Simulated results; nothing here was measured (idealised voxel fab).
process module | voxel capacitor over wiring
cross-section cut | 225 nm wide | cells 5 nm
A cross-section is a grid of square cells, given in bands from the top down. A band is one or more rows of cells.
Each band's line starts with the height of the band's top and of its bottom, in nm. Then come its materials from left to right, each with its width in nm. One material with "throughout" fills the band from edge to edge. "air" is empty space.
Height 0 is the level under which the wafer as received is all one material. The lowest band goes on downwards, as in "0 down".
A width such as "30 to 40" changes by the same amount from each row of cells to the next, from the band's top row to its bottom row.
"no change" after a step means that no cell of the cross-section changed.
closed voids: empty space of 8 cells or more with no open way to the top, each as width x height at its distance from the left edge, in nm
after a step's settings: what the simulator itself notes on the step
overlay nm, on a step with a mask: how far to the right of its planned place the mask lay; to the left if negative
Each pair below shows a cross-section before one step and the cross-section after it, down to the lowest band that changed. The line under each pair gives the step between them, with its settings. The pairs can come from different runs of this module on the same starting wafer, so a pair continues from the pair above only where its "before" says so.
before
  105 to 90: air 65 | aC 65 | air 95
  90 to 80: air 60 | aC 5 | TiN 65 | aC 5 | air 90
  80 to 75: air 60 | aC 5 | Al2O3 65 | aC 5 | air 90
  75 to 65: TiN throughout
  65 to 55: SiO2 65 | TiN 5 | W 5 | TiN 5 | SiO2 145
  55 to 50: SiCN 65 | TiN 15 | SiCN 145
  50 to 45: SiCN 50 | Ru 35 | SiCN 50 | Ru 35 | SiCN 55
  45 to 20: SiO2 55 | TiN 5 | Ru 15 | TiN 5 | SiO2 60 | TiN 5 | Ru 15 | TiN 5 | SiO2 60
  20 to 15: SiN 55 | TiN 25 | SiN 60 | TiN 25 | SiN 60
  15 to 0: SiO2 throughout
  0 down: Si throughout
  closed voids: none
after
  105 to 90: air 65 | aC 65 | air 95
  90 to 80: air 60 | aC 5 | TiN 65 | aC 5 | air 90
  80 to 75: air 60 | aC 5 | Al2O3 65 | aC 5 | air 90
  75 to 65: air 60 | TiN 75 | air 90
  below 65: unchanged
  closed voids: none
the step between: op DIRECTIONAL_ETCH | etch materials TiN | depth nm 10
before: the cross-section after the pair above
after
  90 to 80: air 65 | TiN 65 | air 95
  80 to 75: air 65 | Al2O3 65 | air 95
  below 75: unchanged
  closed voids: none
the step between: op STRIP | etch materials aC
before: the cross-section after the pair above
after
  105 to 90: SiO2 throughout
  90 to 80: SiO2 65 | TiN 65 | SiO2 95
  80 to 75: SiO2 65 | Al2O3 65 | SiO2 95
  75 to 65: SiO2 60 | TiN 75 | SiO2 90
  below 65: unchanged
  closed voids: none
the step between: op FILL_DEP | material SiO2 | thk nm 15
before: the cross-section after the pair above
after
  125 to 105: resist 75 | air 15 | resist 135
  below 105: unchanged
  closed voids: none
the step between: op PATTERN | tone open | mask id PLUG_2 | material resist | width nm 15 | thk nm 20 | overlay nm 0
before: the cross-section after the pair above
after
  125 to 105: resist 75 | air 15 | resist 135
  105 to 95: SiO2 75 | air 15 | SiO2 135
  below 95: unchanged
  closed voids: none
the step between: op DIRECTIONAL_ETCH | etch materials SiO2 | depth nm 10
before: the cross-section after the pair above
after
  105 to 95: SiO2 75 | air 15 | SiO2 135
  below 95: unchanged
  closed voids: none
the step between: op STRIP | etch materials resist
before: the cross-section after the pair above
after
  110 to 105: TiN 80 | air 5 | TiN 140
  105 to 100: SiO2 75 | TiN 5 | air 5 | TiN 5 | SiO2 135
  100 to 95: SiO2 75 | TiN 15 | SiO2 135
  below 95: unchanged
  closed voids: none
the step between: op CONFORMAL_DEP | material TiN | thk nm 5
before: the cross-section after the pair above
after
  120 to 110: Cu throughout
  110 to 105: TiN 80 | Cu 5 | TiN 140
  105 to 100: SiO2 75 | TiN 5 | Cu 5 | TiN 5 | SiO2 135
  below 100: unchanged
  closed voids: none
the step between: op FILL_DEP | material Cu | thk nm 10
before: the cross-section after the pair above
after
  105 to 100: SiO2 75 | TiN 5 | Cu 5 | TiN 5 | SiO2 135
  below 100: unchanged
  closed voids: none
the step between: op CMP | height nm 105
before: the cross-section after the pair above
after
  110 to 105: SiCN throughout
  below 105: unchanged
  closed voids: none
the step between: op CONFORMAL_DEP | material SiCN | thk nm 5
before
  105 to 95: SiO2 throughout
  95 to 85: SiO2 65 | TiN 65 | SiO2 95
  85 to 80: SiO2 65 | Al2O3 65 | SiO2 95
  80 to 70: SiO2 60 | TiN 75 | SiO2 90
  70 to 55: SiO2 65 | TiN 5 | W 5 | TiN 5 | SiO2 145
  55 to 50: SiCN 65 | TiN 15 | SiCN 145
  50 to 45: SiCN 50 | Ru 35 | SiCN 50 | Ru 35 | SiCN 55
  45 to 20: SiO2 55 | TiN 5 | Ru 15 | TiN 5 | SiO2 60 | TiN 5 | Ru 15 | TiN 5 | SiO2 60
  20 to 15: SiN 55 | TiN 25 | SiN 60 | TiN 25 | SiN 60
  15 to 0: SiO2 throughout
  0 down: Si throughout
  closed voids: none
after
  125 to 105: resist 70 | air 25 | resist 130
  below 105: unchanged
  closed voids: none
the step between: op PATTERN | tone open | mask id PLUG_2 | material resist | width nm 25 | thk nm 20 | overlay nm 0
before: the cross-section after the pair above
after
  125 to 105: resist 70 | air 25 | resist 130
  105 to 95: SiO2 70 | air 25 | SiO2 130
  below 95: unchanged
  closed voids: none
the step between: op DIRECTIONAL_ETCH | etch materials SiO2 | depth nm 10
before: the cross-section after the pair above
after
  105 to 95: SiO2 70 | air 25 | SiO2 130
  below 95: unchanged
  closed voids: none
the step between: op STRIP | etch materials resist
before: the cross-section after the pair above
after
  110 to 105: TiN 75 | air 15 | TiN 135
  105 to 100: SiO2 70 | TiN 5 | air 15 | TiN 5 | SiO2 130
  100 to 95: SiO2 70 | TiN 25 | SiO2 130
  below 95: unchanged
  closed voids: none
the step between: op CONFORMAL_DEP | material TiN | thk nm 5
before: the cross-section after the pair above
after
  120 to 110: Cu throughout
  110 to 105: TiN 75 | Cu 15 | TiN 135
  105 to 100: SiO2 70 | TiN 5 | Cu 15 | TiN 5 | SiO2 130
  below 100: unchanged
  closed voids: none
the step between: op FILL_DEP | material Cu | thk nm 10
before: the cross-section after the pair above
after
  105 to 100: SiO2 70 | TiN 5 | Cu 15 | TiN 5 | SiO2 130
  below 100: unchanged
  closed voids: none
the step between: op CMP | height nm 105
before: the cross-section after the pair above
after
  110 to 105: SiCN throughout
  below 105: unchanged
  closed voids: none
the step between: op CONFORMAL_DEP | material SiCN | thk nm 5
before
  55 to 45: aC throughout
  45 to 20: SiO2 throughout
  20 to 15: SiN throughout
  15 to 0: SiO2 throughout
  0 down: Si throughout
  closed voids: none
after
  85 to 55: resist 60 | air 25 | resist 60 | air 25 | resist 55
  below 55: unchanged
  closed voids: none
the step between: op PATTERN | tone open | mask id METAL_1 | material resist | width nm 25 | pitch nm 85 | thk nm 30 | overlay nm 5
before: the cross-section after the pair above
after
  75 to 55: resist 60 | air 25 | resist 60 | air 25 | resist 55
  55 to 45: aC 60 | air 25 | aC 60 | air 25 | aC 55
  below 45: unchanged
  closed voids: none
the step between: op DIRECTIONAL_ETCH | etch materials aC | depth nm 10
before: the cross-section after the pair above
after
  55 to 45: aC 60 | air 25 | aC 60 | air 25 | aC 55
  below 45: unchanged
  closed voids: none
the step between: op STRIP | etch materials resist
before: the cross-section after the pair above
after
  55 to 45: aC 60 | air 25 | aC 60 | air 25 | aC 55
  45 to 20: SiO2 60 | air 25 | SiO2 60 | air 25 | SiO2 55
  below 20: unchanged
  closed voids: none
the step between: op DIRECTIONAL_ETCH | etch materials SiO2 | depth nm 25
before: the cross-section after the pair above
after
  55 to 45: aC 60 | air 25 | aC 60 | air 25 | aC 55
  45 to 20: SiO2 60 | air 25 | SiO2 60 | air 25 | SiO2 55
  20 to 15: SiN 60 | air 25 | SiN 60 | air 25 | SiN 55
  below 15: unchanged
  closed voids: none
the step between: op DIRECTIONAL_ETCH | etch materials SiN | depth nm 5
before: the cross-section after the pair above
after
  45 to 20: SiO2 60 | air 25 | SiO2 60 | air 25 | SiO2 55
  below 20: unchanged
  closed voids: none
the step between: op STRIP | etch materials aC
before: the cross-section after the pair above
after
  50 to 45: TiN 65 | air 15 | TiN 70 | air 15 | TiN 60
  45 to 20: SiO2 60 | TiN 5 | air 15 | TiN 5 | SiO2 60 | TiN 5 | air 15 | TiN 5 | SiO2 55
  20 to 15: SiN 60 | TiN 25 | SiN 60 | TiN 25 | SiN 55
  below 15: unchanged
  closed voids: none
the step between: op CONFORMAL_DEP | material TiN | thk nm 5
before: the cross-section after the pair above
after
  55 to 50: Ru throughout
  50 to 45: TiN 65 | Ru 15 | TiN 70 | Ru 15 | TiN 60
  45 to 20: SiO2 60 | TiN 5 | Ru 15 | TiN 5 | SiO2 60 | TiN 5 | Ru 15 | TiN 5 | SiO2 55
  below 20: unchanged
  closed voids: none
the step between: op FILL_DEP | material Ru | thk nm 5
before: the cross-section after the pair above
after
  45 to 20: SiO2 60 | TiN 5 | Ru 15 | TiN 5 | SiO2 60 | TiN 5 | Ru 15 | TiN 5 | SiO2 55
  below 20: unchanged
  closed voids: none
the step between: op CMP | height nm 45
before: the cross-section after the pair above
after
  50 to 45: air 55 | Ru 35 | air 50 | Ru 35 | air 50
  below 45: unchanged
  closed voids: none
the step between: op EPI | material Ru | thk nm 5
before: the cross-section after the pair above
after
  55 to 50: SiCN throughout
  50 to 45: SiCN 55 | Ru 35 | SiCN 50 | Ru 35 | SiCN 50
  below 45: unchanged
  closed voids: none
the step between: op FILL_DEP | material SiCN | thk nm 5
before: the cross-section after the pair above
after
  70 to 55: SiO2 throughout
  below 55: unchanged
  closed voids: none
the step between: op DIRECTIONAL_DEP | material SiO2 | thk nm 15
before: the cross-section after the pair above
after
  70 to 55: SiO2 65 | air 15 | SiO2 145
  below 55: unchanged
  closed voids: none
the step between: op MASKED_ETCH | tone open | mask id PLUG_1 | width nm 15 | etch materials SiO2 | depth nm 15 | overlay nm 0
before: the cross-section after the pair above
after
  70 to 55: SiO2 65 | air 15 | SiO2 145
  55 to 50: SiCN 65 | air 15 | SiCN 145
  below 50: unchanged
  closed voids: none
the step between: op MASKED_ETCH | tone open | mask id PLUG_1 | width nm 15 | etch materials SiCN | depth nm 5 | overlay nm 0
before: the cross-section after the pair above
after
  75 to 70: TiN 70 | air 5 | TiN 150
  70 to 55: SiO2 65 | TiN 5 | air 5 | TiN 5 | SiO2 145
  55 to 50: SiCN 65 | TiN 15 | SiCN 145
  below 50: unchanged
  closed voids: none
the step between: op CONFORMAL_DEP | material TiN | thk nm 5
before: the cross-section after the pair above
after
  85 to 75: W throughout
  75 to 70: TiN 70 | W 5 | TiN 150
  70 to 55: SiO2 65 | TiN 5 | W 5 | TiN 5 | SiO2 145
  below 55: unchanged
  closed voids: none
the step between: op FILL_DEP | material W | thk nm 10
before: the cross-section after the pair above
after
  70 to 55: SiO2 65 | TiN 5 | W 5 | TiN 5 | SiO2 145
  below 55: unchanged
  closed voids: none
the step between: op CMP | height nm 70
before: the cross-section after the pair above
after
  80 to 70: TiN throughout
  below 70: unchanged
  closed voids: none
the step between: op DIRECTIONAL_DEP | material TiN | thk nm 10
before: the cross-section after the pair above
after
  85 to 80: Al2O3 throughout
  below 80: unchanged
  closed voids: none
the step between: op DIRECTIONAL_DEP | material Al2O3 | thk nm 5
before: the cross-section after the pair above
after
  95 to 85: TiN throughout
  below 85: unchanged
  closed voids: none
the step between: op DIRECTIONAL_DEP | material TiN | thk nm 10
before: the cross-section after the pair above
after
  110 to 95: air 65 | resist 65 | air 95
  below 95: unchanged
  closed voids: none
the step between: op PATTERN | tone cover | mask id UPPER_PLATE | material resist | width nm 65 | thk nm 15 | overlay nm 0
before: the cross-section after the pair above
after
  110 to 95: air 65 | resist 65 | air 95
  95 to 85: air 65 | TiN 65 | air 95
  below 85: unchanged
  closed voids: none
the step between: op DIRECTIONAL_ETCH | etch materials TiN | depth nm 10
before: the cross-section after the pair above
after
  110 to 95: air 65 | resist 65 | air 95
  95 to 85: air 65 | TiN 65 | air 95
  85 to 80: air 65 | Al2O3 65 | air 95
  below 80: unchanged
  closed voids: none
the step between: op DIRECTIONAL_ETCH | etch materials Al2O3 | depth nm 5
before: the cross-section after the pair above
after
  95 to 85: air 65 | TiN 65 | air 95
  below 85: unchanged
  closed voids: none
the step between: op STRIP | etch materials resist
before: the cross-section after the pair above
after
  110 to 95: air 65 | aC 65 | air 95
  95 to 85: aC 65 | TiN 65 | aC 95
  85 to 80: aC 65 | Al2O3 65 | aC 95
  below 80: unchanged
  closed voids: none
the step between: op DIRECTIONAL_DEP | material aC | thk nm 15
before: the cross-section after the pair above
after
  140 to 110: air 60 | resist 75 | air 90
  110 to 95: air 60 | resist 5 | aC 65 | resist 5 | air 90
  below 95: unchanged
  closed voids: none
the step between: op PATTERN | tone cover | mask id LOWER_PLATE | material resist | width nm 75 | thk nm 30 | overlay nm 0
before: the cross-section after the pair above
after
  125 to 110: air 60 | resist 75 | air 90
  110 to 95: air 60 | resist 5 | aC 65 | resist 5 | air 90
  95 to 85: air 60 | aC 5 | TiN 65 | aC 5 | air 90
  85 to 80: air 60 | aC 5 | Al2O3 65 | aC 5 | air 90
  below 80: unchanged
  closed voids: none
the step between: op DIRECTIONAL_ETCH | etch materials aC | depth nm 15
before: the cross-section after the pair above
after
  110 to 95: air 65 | aC 65 | air 95
  below 95: unchanged
  closed voids: none
the step between: op STRIP | etch materials resist
before: the cross-section after the pair above
after
  110 to 95: air 65 | aC 65 | air 95
  95 to 85: air 60 | aC 5 | TiN 65 | aC 5 | air 90
  85 to 80: air 60 | aC 5 | Al2O3 65 | aC 5 | air 90
  80 to 70: air 60 | TiN 75 | air 90
  below 70: unchanged
  closed voids: none
the step between: op DIRECTIONAL_ETCH | etch materials TiN | depth nm 10
before: the cross-section after the pair above
after
  95 to 85: air 65 | TiN 65 | air 95
  85 to 80: air 65 | Al2O3 65 | air 95
  below 80: unchanged
  closed voids: none
the step between: op STRIP | etch materials aC
before: the cross-section after the pair above
after
  110 to 95: SiO2 throughout
  95 to 85: SiO2 65 | TiN 65 | SiO2 95
  85 to 80: SiO2 65 | Al2O3 65 | SiO2 95
  80 to 70: SiO2 60 | TiN 75 | SiO2 90
  below 70: unchanged
  closed voids: none
the step between: op FILL_DEP | material SiO2 | thk nm 15
before: the cross-section after the pair above
after
  105 to 95: SiO2 throughout
  below 95: unchanged
  closed voids: none
the step between: op CMP | height nm 105
before: the cross-section after the pair above
after
  125 to 105: resist 75 | air 15 | resist 135
  below 105: unchanged
  closed voids: none
the step between: op PATTERN | tone open | mask id PLUG_2 | material resist | width nm 15 | thk nm 20 | overlay nm 0
before: the cross-section after the pair above
after
  125 to 105: resist 75 | air 15 | resist 135
  105 to 95: SiO2 75 | air 15 | SiO2 135
  below 95: unchanged
  closed voids: none
the step between: op DIRECTIONAL_ETCH | etch materials SiO2 | depth nm 10
before: the cross-section after the pair above
after
  105 to 95: SiO2 75 | air 15 | SiO2 135
  below 95: unchanged
  closed voids: none
the step between: op STRIP | etch materials resist
before: the cross-section after the pair above
after
  110 to 105: TiN 80 | air 5 | TiN 140
  105 to 100: SiO2 75 | TiN 5 | air 5 | TiN 5 | SiO2 135
  100 to 95: SiO2 75 | TiN 15 | SiO2 135
  below 95: unchanged
  closed voids: none
the step between: op CONFORMAL_DEP | material TiN | thk nm 5
before: the cross-section after the pair above
after
  120 to 110: Cu throughout
  110 to 105: TiN 80 | Cu 5 | TiN 140
  105 to 100: SiO2 75 | TiN 5 | Cu 5 | TiN 5 | SiO2 135
  below 100: unchanged
  closed voids: none
the step between: op FILL_DEP | material Cu | thk nm 10
before: the cross-section after the pair above
after
  105 to 100: SiO2 75 | TiN 5 | Cu 5 | TiN 5 | SiO2 135
  below 100: unchanged
  closed voids: none
the step between: op CMP | height nm 105
before: the cross-section after the pair above
after
  110 to 105: SiCN throughout
  below 105: unchanged
  closed voids: none
the step between: op CONFORMAL_DEP | material SiCN | thk nm 5
before
  20 to 15: SiN throughout
  15 to 0: SiO2 throughout
  0 down: Si throughout
  closed voids: none
after
  45 to 20: W throughout
  below 20: unchanged
  closed voids: none
the step between: op DIRECTIONAL_DEP | material W | thk nm 25
before: the cross-section after the pair above
after
  55 to 45: aC throughout
  below 45: unchanged
  closed voids: none
the step between: op DIRECTIONAL_DEP | material aC | thk nm 10
before: the cross-section after the pair above
after
  85 to 55: resist 55 | air 25 | resist 60 | air 25 | resist 60
  below 55: unchanged
  closed voids: none
the step between: op PATTERN | tone open | mask id METAL_1 | material resist | width nm 25 | pitch nm 85 | thk nm 30 | overlay nm 0
before: the cross-section after the pair above
after
  75 to 55: resist 55 | air 25 | resist 60 | air 25 | resist 60
  55 to 45: aC 55 | air 25 | aC 60 | air 25 | aC 60
  below 45: unchanged
  closed voids: none
the step between: op DIRECTIONAL_ETCH | etch materials aC | depth nm 10
before: the cross-section after the pair above
after
  55 to 45: aC 55 | air 25 | aC 60 | air 25 | aC 60
  below 45: unchanged
  closed voids: none
the step between: op STRIP | etch materials resist
before: the cross-section after the pair above
after
  45 to 20: W throughout
  below 20: unchanged
  closed voids: none
the step between: op STRIP | etch materials aC
before: the cross-section after the pair above
after
  50 to 45: TiN throughout
  below 45: unchanged
  closed voids: none
the step between: op CONFORMAL_DEP | material TiN | thk nm 5
before: the cross-section after the pair above
after
  55 to 50: Ru throughout
  below 50: unchanged
  closed voids: none
the step between: op FILL_DEP | material Ru | thk nm 5
before: the cross-section after the pair above
after
  45 to 20: W throughout
  below 20: unchanged
  closed voids: none
the step between: op CMP | height nm 45
before: the cross-section after the pair above
after
  50 to 45: Ru throughout
  below 45: unchanged
  closed voids: none
the step between: op EPI | material Ru | thk nm 5
before: the cross-section after the pair above
after
  55 to 50: SiCN throughout
  below 50: unchanged
  closed voids: none
the step between: op FILL_DEP | material SiCN | thk nm 5
before: the cross-section after the pair above
after
  70 to 55: SiO2 throughout
  below 55: unchanged
  closed voids: none
the step between: op DIRECTIONAL_DEP | material SiO2 | thk nm 15
before: the cross-section after the pair above
after
  70 to 55: SiO2 65 | air 15 | SiO2 145
  below 55: unchanged
  closed voids: none
the step between: op MASKED_ETCH | tone open | mask id PLUG_1 | width nm 15 | etch materials SiO2 | depth nm 15 | overlay nm 0
before: the cross-section after the pair above
after
  70 to 55: SiO2 65 | air 15 | SiO2 145
  55 to 50: SiCN 65 | air 15 | SiCN 145
  below 50: unchanged
  closed voids: none
the step between: op MASKED_ETCH | tone open | mask id PLUG_1 | width nm 15 | etch materials SiCN | depth nm 5 | overlay nm 0
before: the cross-section after the pair above
after
  75 to 70: TiN 70 | air 5 | TiN 150
  70 to 55: SiO2 65 | TiN 5 | air 5 | TiN 5 | SiO2 145
  55 to 50: SiCN 65 | TiN 15 | SiCN 145
  below 50: unchanged
  closed voids: none
the step between: op CONFORMAL_DEP | material TiN | thk nm 5
before: the cross-section after the pair above
after
  85 to 75: W throughout
  75 to 70: TiN 70 | W 5 | TiN 150
  70 to 55: SiO2 65 | TiN 5 | W 5 | TiN 5 | SiO2 145
  below 55: unchanged
  closed voids: none
the step between: op FILL_DEP | material W | thk nm 10
before: the cross-section after the pair above
after
  70 to 55: SiO2 65 | TiN 5 | W 5 | TiN 5 | SiO2 145
  below 55: unchanged
  closed voids: none
the step between: op CMP | height nm 70
before: the cross-section after the pair above
after
  80 to 70: TiN throughout
  below 70: unchanged
  closed voids: none
the step between: op DIRECTIONAL_DEP | material TiN | thk nm 10
before: the cross-section after the pair above
after
  85 to 80: Al2O3 throughout
  below 80: unchanged
  closed voids: none
the step between: op DIRECTIONAL_DEP | material Al2O3 | thk nm 5
before: the cross-section after the pair above
after
  95 to 85: TiN throughout
  below 85: unchanged
  closed voids: none
the step between: op DIRECTIONAL_DEP | material TiN | thk nm 10
before: the cross-section after the pair above
after
  110 to 95: air 65 | resist 65 | air 95
  below 95: unchanged
  closed voids: none
the step between: op PATTERN | tone cover | mask id UPPER_PLATE | material resist | width nm 65 | thk nm 15 | overlay nm 0
before: the cross-section after the pair above
after
  110 to 95: air 65 | resist 65 | air 95
  95 to 85: air 65 | TiN 65 | air 95
  below 85: unchanged
  closed voids: none
the step between: op DIRECTIONAL_ETCH | etch materials TiN | depth nm 10
before: the cross-section after the pair above
after
  110 to 95: air 65 | resist 65 | air 95
  95 to 85: air 65 | TiN 65 | air 95
  85 to 80: air 65 | Al2O3 65 | air 95
  below 80: unchanged
  closed voids: none
the step between: op DIRECTIONAL_ETCH | etch materials Al2O3 | depth nm 5
before: the cross-section after the pair above
after
  95 to 85: air 65 | TiN 65 | air 95
  below 85: unchanged
  closed voids: none
the step between: op STRIP | etch materials resist
before: the cross-section after the pair above
after
  110 to 95: air 65 | aC 65 | air 95
  95 to 85: aC 65 | TiN 65 | aC 95
  85 to 80: aC 65 | Al2O3 65 | aC 95
  below 80: unchanged
  closed voids: none
the step between: op DIRECTIONAL_DEP | material aC | thk nm 15
before: the cross-section after the pair above
after
  140 to 110: air 60 | resist 75 | air 90
  110 to 95: air 60 | resist 5 | aC 65 | resist 5 | air 90
  below 95: unchanged
  closed voids: none
the step between: op PATTERN | tone cover | mask id LOWER_PLATE | material resist | width nm 75 | thk nm 30 | overlay nm 0
before: the cross-section after the pair above
after
  125 to 110: air 60 | resist 75 | air 90
  110 to 95: air 60 | resist 5 | aC 65 | resist 5 | air 90
  95 to 85: air 60 | aC 5 | TiN 65 | aC 5 | air 90
  85 to 80: air 60 | aC 5 | Al2O3 65 | aC 5 | air 90
  below 80: unchanged
  closed voids: none
the step between: op DIRECTIONAL_ETCH | etch materials aC | depth nm 15
before: the cross-section after the pair above
after
  110 to 95: air 65 | aC 65 | air 95
  below 95: unchanged
  closed voids: none
the step between: op STRIP | etch materials resist
before: the cross-section after the pair above
after
  110 to 95: air 65 | aC 65 | air 95
  95 to 85: air 60 | aC 5 | TiN 65 | aC 5 | air 90
  85 to 80: air 60 | aC 5 | Al2O3 65 | aC 5 | air 90
  80 to 70: air 60 | TiN 75 | air 90
  below 70: unchanged
  closed voids: none
the step between: op DIRECTIONAL_ETCH | etch materials TiN | depth nm 10
before: the cross-section after the pair above
after
  95 to 85: air 65 | TiN 65 | air 95
  85 to 80: air 65 | Al2O3 65 | air 95
  below 80: unchanged
  closed voids: none
the step between: op STRIP | etch materials aC
before: the cross-section after the pair above
after
  110 to 95: SiO2 throughout
  95 to 85: SiO2 65 | TiN 65 | SiO2 95
  85 to 80: SiO2 65 | Al2O3 65 | SiO2 95
  80 to 70: SiO2 60 | TiN 75 | SiO2 90
  below 70: unchanged
  closed voids: none
the step between: op FILL_DEP | material SiO2 | thk nm 15
before: the cross-section after the pair above
after
  105 to 95: SiO2 throughout
  below 95: unchanged
  closed voids: none
the step between: op CMP | height nm 105
before: the cross-section after the pair above
after
  125 to 105: resist 75 | air 15 | resist 135
  below 105: unchanged
  closed voids: none
the step between: op PATTERN | tone open | mask id PLUG_2 | material resist | width nm 15 | thk nm 20 | overlay nm 0
before: the cross-section after the pair above
after
  125 to 105: resist 75 | air 15 | resist 135
  105 to 95: SiO2 75 | air 15 | SiO2 135
  below 95: unchanged
  closed voids: none
the step between: op DIRECTIONAL_ETCH | etch materials SiO2 | depth nm 10
before: the cross-section after the pair above
after
  105 to 95: SiO2 75 | air 15 | SiO2 135
  below 95: unchanged
  closed voids: none
the step between: op STRIP | etch materials resist
before: the cross-section after the pair above
after
  110 to 105: TiN 80 | air 5 | TiN 140
  105 to 100: SiO2 75 | TiN 5 | air 5 | TiN 5 | SiO2 135
  100 to 95: SiO2 75 | TiN 15 | SiO2 135
  below 95: unchanged
  closed voids: none
the step between: op CONFORMAL_DEP | material TiN | thk nm 5
before: the cross-section after the pair above
after
  120 to 110: Cu throughout
  110 to 105: TiN 80 | Cu 5 | TiN 140
  105 to 100: SiO2 75 | TiN 5 | Cu 5 | TiN 5 | SiO2 135
  below 100: unchanged
  closed voids: none
the step between: op FILL_DEP | material Cu | thk nm 10
before: the cross-section after the pair above
after
  105 to 100: SiO2 75 | TiN 5 | Cu 5 | TiN 5 | SiO2 135
  below 100: unchanged
  closed voids: none
the step between: op CMP | height nm 105
before: the cross-section after the pair above
after
  110 to 105: SiCN throughout
  below 105: unchanged
  closed voids: none
the step between: op CONFORMAL_DEP | material SiCN | thk nm 5
before
  70 to 55: SiO2 throughout
  55 to 50: SiCN throughout
  50 to 45: SiCN 50 | Ru 35 | SiCN 50 | Ru 35 | SiCN 55
  45 to 20: SiO2 55 | TiN 5 | Ru 15 | TiN 5 | SiO2 60 | TiN 5 | Ru 15 | TiN 5 | SiO2 60
  20 to 15: SiN 55 | TiN 25 | SiN 60 | TiN 25 | SiN 60
  15 to 0: SiO2 throughout
  0 down: Si throughout
  closed voids: none
after
  70 to 55: air 65 | SiO2 15 | air 145
  below 55: unchanged
  closed voids: none
the step between: op MASKED_ETCH | tone cover | mask id PLUG_1 | width nm 15 | etch materials SiO2 | depth nm 15 | overlay nm 0
before: the cross-section after the pair above
after
  75 to 70: air 60 | TiN 25 | air 140
  70 to 60: air 60 | TiN 5 | SiO2 15 | TiN 5 | air 140
  60 to 55: TiN 65 | SiO2 15 | TiN 145
  below 55: unchanged
  closed voids: none
the step between: op CONFORMAL_DEP | material TiN | thk nm 5
before: the cross-section after the pair above
after
  85 to 75: W throughout
  75 to 70: W 60 | TiN 25 | W 140
  70 to 60: W 60 | TiN 5 | SiO2 15 | TiN 5 | W 140
  below 60: unchanged
  closed voids: none
the step between: op FILL_DEP | material W | thk nm 10
before: the cross-section after the pair above
after
  70 to 60: W 60 | TiN 5 | SiO2 15 | TiN 5 | W 140
  below 60: unchanged
  closed voids: none
the step between: op CMP | height nm 70
before: the cross-section after the pair above
after
  80 to 70: TiN throughout
  below 70: unchanged
  closed voids: none
the step between: op DIRECTIONAL_DEP | material TiN | thk nm 10
before: the cross-section after the pair above
after
  85 to 80: Al2O3 throughout
  below 80: unchanged
  closed voids: none
the step between: op DIRECTIONAL_DEP | material Al2O3 | thk nm 5
before: the cross-section after the pair above
after
  95 to 85: TiN throughout
  below 85: unchanged
  closed voids: none
the step between: op DIRECTIONAL_DEP | material TiN | thk nm 10
before: the cross-section after the pair above
after
  110 to 95: air 65 | resist 65 | air 95
  below 95: unchanged
  closed voids: none
the step between: op PATTERN | tone cover | mask id UPPER_PLATE | material resist | width nm 65 | thk nm 15 | overlay nm 0
before: the cross-section after the pair above
after
  110 to 95: air 65 | resist 65 | air 95
  95 to 85: air 65 | TiN 65 | air 95
  below 85: unchanged
  closed voids: none
the step between: op DIRECTIONAL_ETCH | etch materials TiN | depth nm 10
before: the cross-section after the pair above
after
  110 to 95: air 65 | resist 65 | air 95
  95 to 85: air 65 | TiN 65 | air 95
  85 to 80: air 65 | Al2O3 65 | air 95
  below 80: unchanged
  closed voids: none
the step between: op DIRECTIONAL_ETCH | etch materials Al2O3 | depth nm 5
before: the cross-section after the pair above
after
  95 to 85: air 65 | TiN 65 | air 95
  below 85: unchanged
  closed voids: none
the step between: op STRIP | etch materials resist
before: the cross-section after the pair above
after
  110 to 95: air 65 | aC 65 | air 95
  95 to 85: aC 65 | TiN 65 | aC 95
  85 to 80: aC 65 | Al2O3 65 | aC 95
  below 80: unchanged
  closed voids: none
the step between: op DIRECTIONAL_DEP | material aC | thk nm 15
before: the cross-section after the pair above
after
  140 to 110: air 60 | resist 75 | air 90
  110 to 95: air 60 | resist 5 | aC 65 | resist 5 | air 90
  below 95: unchanged
  closed voids: none
the step between: op PATTERN | tone cover | mask id LOWER_PLATE | material resist | width nm 75 | thk nm 30 | overlay nm 0
before: the cross-section after the pair above
after
  125 to 110: air 60 | resist 75 | air 90
  110 to 95: air 60 | resist 5 | aC 65 | resist 5 | air 90
  95 to 85: air 60 | aC 5 | TiN 65 | aC 5 | air 90
  85 to 80: air 60 | aC 5 | Al2O3 65 | aC 5 | air 90
  below 80: unchanged
  closed voids: none
the step between: op DIRECTIONAL_ETCH | etch materials aC | depth nm 15
before: the cross-section after the pair above
after
  110 to 95: air 65 | aC 65 | air 95
  below 95: unchanged
  closed voids: none
the step between: op STRIP | etch materials resist
before: the cross-section after the pair above
after
  110 to 95: air 65 | aC 65 | air 95
  95 to 85: air 60 | aC 5 | TiN 65 | aC 5 | air 90
  85 to 80: air 60 | aC 5 | Al2O3 65 | aC 5 | air 90
  80 to 70: air 60 | TiN 75 | air 90
  below 70: unchanged
  closed voids: none
the step between: op DIRECTIONAL_ETCH | etch materials TiN | depth nm 10
before: the cross-section after the pair above
after
  95 to 85: air 65 | TiN 65 | air 95
  85 to 80: air 65 | Al2O3 65 | air 95
  below 80: unchanged
  closed voids: none
the step between: op STRIP | etch materials aC
before: the cross-section after the pair above
after
  110 to 95: SiO2 throughout
  95 to 85: SiO2 65 | TiN 65 | SiO2 95
  85 to 80: SiO2 65 | Al2O3 65 | SiO2 95
  80 to 70: SiO2 60 | TiN 75 | SiO2 90
  below 70: unchanged
  closed voids: none
the step between: op FILL_DEP | material SiO2 | thk nm 15
before: the cross-section after the pair above
after
  105 to 95: SiO2 throughout
  below 95: unchanged
  closed voids: none
the step between: op CMP | height nm 105
before: the cross-section after the pair above
after
  125 to 105: resist 75 | air 15 | resist 135
  below 105: unchanged
  closed voids: none
the step between: op PATTERN | tone open | mask id PLUG_2 | material resist | width nm 15 | thk nm 20 | overlay nm 0
before: the cross-section after the pair above
after
  125 to 105: resist 75 | air 15 | resist 135
  105 to 95: SiO2 75 | air 15 | SiO2 135
  below 95: unchanged
  closed voids: none
the step between: op DIRECTIONAL_ETCH | etch materials SiO2 | depth nm 10
before: the cross-section after the pair above
after
  105 to 95: SiO2 75 | air 15 | SiO2 135
  below 95: unchanged
  closed voids: none
the step between: op STRIP | etch materials resist
before: the cross-section after the pair above
after
  110 to 105: TiN 80 | air 5 | TiN 140
  105 to 100: SiO2 75 | TiN 5 | air 5 | TiN 5 | SiO2 135
  100 to 95: SiO2 75 | TiN 15 | SiO2 135
  below 95: unchanged
  closed voids: none
the step between: op CONFORMAL_DEP | material TiN | thk nm 5
before: the cross-section after the pair above
after
  120 to 110: Cu throughout
  110 to 105: TiN 80 | Cu 5 | TiN 140
  105 to 100: SiO2 75 | TiN 5 | Cu 5 | TiN 5 | SiO2 135
  below 100: unchanged
  closed voids: none
the step between: op FILL_DEP | material Cu | thk nm 10
before: the cross-section after the pair above
after
  105 to 100: SiO2 75 | TiN 5 | Cu 5 | TiN 5 | SiO2 135
  below 100: unchanged
  closed voids: none
the step between: op CMP | height nm 105
